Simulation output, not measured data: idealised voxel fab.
voxel fin reveal: a process module
The width of the displayed cross-section, cut, is 295 nm; its cells are square, with a size of 5 nm.
A cross-section is a grid of square cells, given in bands from the top down. A band is one or more rows of cells. Read a band's entry like this: the first values are the height of its top and the height of its bottom in nm, and what follows is the sequence of materials from left to right, each with its width in nm. Note that "blank" is empty space, and that a single material marked "edge to edge" reaches across the band from edge to edge. Basically, 0 is our baseline, since under it the wafer straight out of the box is all one material. The bottom band has no lower end and keeps on going down, so it looks like "0 -> down". You'd read "30 to 40" like this: the band's top row of cells is as wide as the first number, its bottom row is as wide as the second, and going down, every row changes width by the same amount as the row before did. Any step labelled "stayed the same" changed none of the cells in the cross-section. The entry titled "Enclosed void inventory" provides the empty spaces that have no open way to the top, restricted to those of 8 cells or more. Each is presented as width x height at distance, the distance being measured from the left edge, with all three in nm. Formally, on a step line, whatever follows the settings is a remark that the simulator itself makes on the step. Each step line may optionally specify "overlay nm", which for a step with a mask gives the rightward distance between the mask's planned place and where it lay, a negative value indicating the leftward direction.

**The planned process steps are enumerated hereunder**
step 1: RECEIVE with material Si
step 2: CONFORMAL_DEP with material SiN, thk nm 10
step 3: DIRECTIONAL_DEP with material aC, thk nm 10
step 4: PATTERN with tone cover, mask id FINS, material resist, width nm 15, pitch nm 45, thk nm 30, overlay nm 0
step 5: DIRECTIONAL_ETCH with etch materials aC, depth nm 10
step 6: STRIP with etch materials resist
step 7: DIRECTIONAL_ETCH with etch materials SiN, depth nm 10
step 8: DIRECTIONAL_ETCH with etch materials Si, depth nm 40
step 9: STRIP with etch materials aC
step 10: FILL_DEP with material SiO2, thk nm 5
step 11: CMP with height nm 10
step 12: SELECTIVE_ETCH with etch materials SiO2, depth nm 25
step 13: STRIP with etch materials SiN

**Incoming wafer, cross-sectional view, post step 1**
    0 -> down | Si edge to edge
    Enclosed void inventory: none

**End state of the module in cross-section, given the above starting point and plan and one mistake in execution**
    10 -> 0 | blank: 70, then SiN: 15, then blank: 30, then SiN: 15, then blank: 30, then SiN: 15, then blank: 30, then SiN: 15, then blank: 75
    0 -> -40 | blank: 70, then Si: 15, then blank: 30, then Si: 15, then blank: 30, then Si: 15, then blank: 30, then Si: 15, then blank: 75
    -40 -> down | Si edge to edge
    Enclosed void inventory: none
Here's what went sideways: step 13 did not use the planned setting and instead ran as STRIP with etch materials SiO2
